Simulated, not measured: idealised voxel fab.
Process module heading - voxel transistor to metal
Square cells of 5 nm make up the cross-section cut, whose width is 265 nm.
Cross-section layout: square cells on a grid; listed as bands, top to bottom; a band spans one or more cell rows.
Per band: top height and bottom height in nm, followed by the left-to-right materials and their widths in nm; "everywhere" marks a single material spanning edge to edge, "air" marks empty space.
The level at which height equals 0 is the one under which the wafer, as it arrives, is entirely one material. No lower edge exists for the bottom band, which continues downward and is notated as in "0 and below".
You'd read "30->40" like this: the band's top row of cells is as wide as the first number, its bottom row is as wide as the second, and going down, every row changes width by the same amount as the row before did.
Where the words "identical to before" appear for a step, the cross-section shows no cell changed by that step; every cell remained as before.
The label "Unvented voids" introduces a list of the empty spaces, 8 cells or larger, that have no open way up to the top; each entry in it reads width x height at distance, where the distance is taken from the left edge and all three are stated in nm.
Where a step's line continues beyond its settings, the continuation is a remark by the simulator itself on that step.
overlay nm: how far to the right of its planned place the mask lay on this masked step (negative: to the left).

Process steps - plan
1) RECEIVE: material Si
2) OXIDIZE: depth nm 5
3) CONFORMAL_DEP: material SiN, thk nm 15
4) MASKED_ETCH: tone cover, mask id ACTIVE, width nm 105, pitch nm 130, etch materials SiN, depth nm 15, overlay nm 0
5) MASKED_ETCH: tone cover, mask id ACTIVE, width nm 105, pitch nm 130, etch materials SiO2, depth nm 5, overlay nm 0
6) MASKED_ETCH: tone cover, mask id ACTIVE, width nm 105, pitch nm 130, etch materials Si, depth nm 30, overlay nm 0
7) OXIDIZE: depth nm 5
8) FILL_DEP: material SiO2, thk nm 5
9) CMP: height nm 15
10) SELECTIVE_ETCH: etch materials SiO2, depth nm 10
11) STRIP: etch materials SiN
12) SELECTIVE_ETCH: etch materials SiO2, depth nm 5
13) OXIDIZE: depth nm 5
14) DIRECTIONAL_DEP: material polySi, thk nm 20
15) DIRECTIONAL_DEP: material SiCN, thk nm 15
16) DIRECTIONAL_DEP: material aC, thk nm 15
17) PATTERN: tone cover, mask id GATE, material resist, width nm 15, pitch nm 130, thk nm 35, overlay nm 0
18) DIRECTIONAL_ETCH: etch materials aC, depth nm 15
19) STRIP: etch materials resist
20) DIRECTIONAL_ETCH: etch materials SiCN, depth nm 25
21) DIRECTIONAL_ETCH: etch materials polySi, depth nm 30
22) STRIP: etch materials aC
23) CONFORMAL_DEP: material SiO2, thk nm 5
24) DIRECTIONAL_ETCH: etch materials SiO2, depth nm 5
25) CONFORMAL_DEP: material SiN, thk nm 10
26) DIRECTIONAL_ETCH: etch materials SiN, depth nm 10
27) DIRECTIONAL_ETCH: etch materials SiO2, depth nm 5
28) DIRECTIONAL_ETCH: etch materials Si, depth nm 15
29) EPI: material SiGe, thk nm 15
30) FILL_DEP: material SiO2, thk nm 10
31) CMP: height nm 30
32) DIRECTIONAL_DEP: material SiO2, thk nm 10
33) DIRECTIONAL_DEP: material aC, thk nm 15
34) PATTERN: tone open, mask id CONTACT, material resist, width nm 35, thk nm 35, overlay nm 0
35) DIRECTIONAL_ETCH: etch materials aC, depth nm 15
36) STRIP: etch materials resist
37) DIRECTIONAL_ETCH: etch materials SiO2, depth nm 35
38) STRIP: etch materials aC
39) CONFORMAL_DEP: material TiN, thk nm 5
40) FILL_DEP: material Ru, thk nm 10
41) CMP: height nm 40
42) CONFORMAL_DEP: material SiN, thk nm 5
43) DIRECTIONAL_DEP: material SiO2, thk nm 20
44) MASKED_ETCH: tone open, mask id METAL_1, width nm 20, etch materials SiO2, depth nm 20, overlay nm 0
45) MASKED_ETCH: tone open, mask id METAL_1, width nm 20, etch materials SiN, depth nm 5, overlay nm 0
46) CONFORMAL_DEP: material TiN, thk nm 5
47) FILL_DEP: material Cu, thk nm 10
48) CMP: height nm 65
49) CONFORMAL_DEP: material SiCN, thk nm 5

Delivered wafer in cross-section: state after step 1
> 0 and below = Si everywhere
> Unvented voids: none

The cross-section shown corresponds to the wafer at the conclusion of the module. The initial structure and the process plan are those presented above; however, one mistake occurred in executing the plan
> 70 down to 65 = SiCN everywhere
> 65 down to 45 = SiO2 20 nm; TiN 5 nm; Cu 10 nm; TiN 5 nm; SiO2 55 nm; TiN 5 nm; Cu 10 nm; TiN 5 nm; SiO2 35 nm; TiN 5 nm; Cu 10 nm; TiN 5 nm; SiO2 55 nm; TiN 5 nm; Cu 10 nm; TiN 5 nm; SiO2 20 nm
> 45 down to 40 = SiN 20 nm; TiN 20 nm; SiN 55 nm; TiN 20 nm; SiN 35 nm; TiN 20 nm; SiN 55 nm; TiN 20 nm; SiN 20 nm
> 40 down to 30 = SiO2 25 nm; TiN 5 nm; Ru 25->10 nm; TiN 5->20 nm; SiO2 25 nm; TiN 5->10 nm; Ru 25->20 nm; TiN 5 nm; SiO2 35 nm; TiN 5 nm; Ru 25->10 nm; TiN 5->20 nm; SiO2 25 nm; TiN 5->10 nm; Ru 25->20 nm; TiN 5 nm; SiO2 15 nm
> 30 down to 15 = SiO2 25 nm; TiN 5 nm; Ru 10 nm; TiN 5 nm; SiN 10 nm; TiN 5 nm; SiCN 15 nm; SiO2 5 nm; SiN 10 nm; TiN 5 nm; Ru 20 nm; TiN 5 nm; SiO2 35 nm; TiN 5 nm; Ru 10 nm; TiN 5 nm; SiN 10 nm; TiN 5 nm; SiCN 15 nm; SiO2 5 nm; SiN 10 nm; TiN 5 nm; Ru 20 nm; TiN 5 nm; SiO2 15 nm
> 15 down to 10 = SiO2 25 nm; TiN 5 nm; Ru 10 nm; TiN 5 nm; SiN 10 nm; TiN 5 nm; polySi 15 nm; SiO2 5 nm; SiN 10 nm; TiN 5 nm; Ru 20 nm; TiN 5 nm; SiO2 35 nm; TiN 5 nm; Ru 10 nm; TiN 5 nm; SiN 10 nm; TiN 5 nm; polySi 15 nm; SiO2 5 nm; SiN 10 nm; TiN 5 nm; Ru 20 nm; TiN 5 nm; SiO2 15 nm
> 10 down to 5 = SiO2 25 nm; TiN 20 nm; SiN 10 nm; TiN 5 nm; polySi 15 nm; SiO2 5 nm; SiN 10 nm; TiN 30 nm; SiO2 35 nm; TiN 20 nm; SiN 10 nm; TiN 5 nm; polySi 15 nm; SiO2 5 nm; SiN 10 nm; TiN 30 nm; SiO2 15 nm
> 5 down to 0 = SiO2 20 nm; SiGe 25 nm; SiN 10 nm; SiO2 5 nm; polySi 15 nm; SiO2 5 nm; SiN 10 nm; SiGe 25 nm; SiO2 35 nm; SiGe 25 nm; SiN 10 nm; SiO2 5 nm; polySi 15 nm; SiO2 5 nm; SiN 10 nm; SiGe 25 nm; SiO2 20 nm
> 0 down to -5 = SiO2 15 nm; SiN 10 nm; SiGe 20 nm; SiN 10 nm; SiO2 5 nm; polySi 15 nm; SiO2 5 nm; SiN 10 nm; SiGe 20 nm; SiN 10 nm; SiO2 25 nm; SiN 10 nm; SiGe 20 nm; SiN 10 nm; SiO2 5 nm; polySi 15 nm; SiO2 5 nm; SiN 10 nm; SiGe 20 nm; SiN 10 nm; SiO2 15 nm
> -5 down to -10 = SiO2 25 nm; SiGe 20 nm; SiO2 45 nm; SiGe 20 nm; SiO2 45 nm; SiGe 20 nm; SiO2 45 nm; SiGe 20 nm; SiO2 25 nm
> -10 down to -25 = SiO2 20 nm; Si 5 nm; SiGe 20 nm; Si 45 nm; SiGe 20 nm; Si 5 nm; SiO2 35 nm; Si 5 nm; SiGe 20 nm; Si 45 nm; SiGe 20 nm; Si 5 nm; SiO2 20 nm
> -25 down to -40 = SiO2 20 nm; Si 95 nm; SiO2 35 nm; Si 95 nm; SiO2 20 nm
> -40 and below = Si everywhere
> Unvented voids: none
Diagnosis: note that step 34 departed from the planned setting and was carried out as PATTERN: tone open, mask id CONTACT, material resist, width nm 35, thk nm 35, overlay nm 5
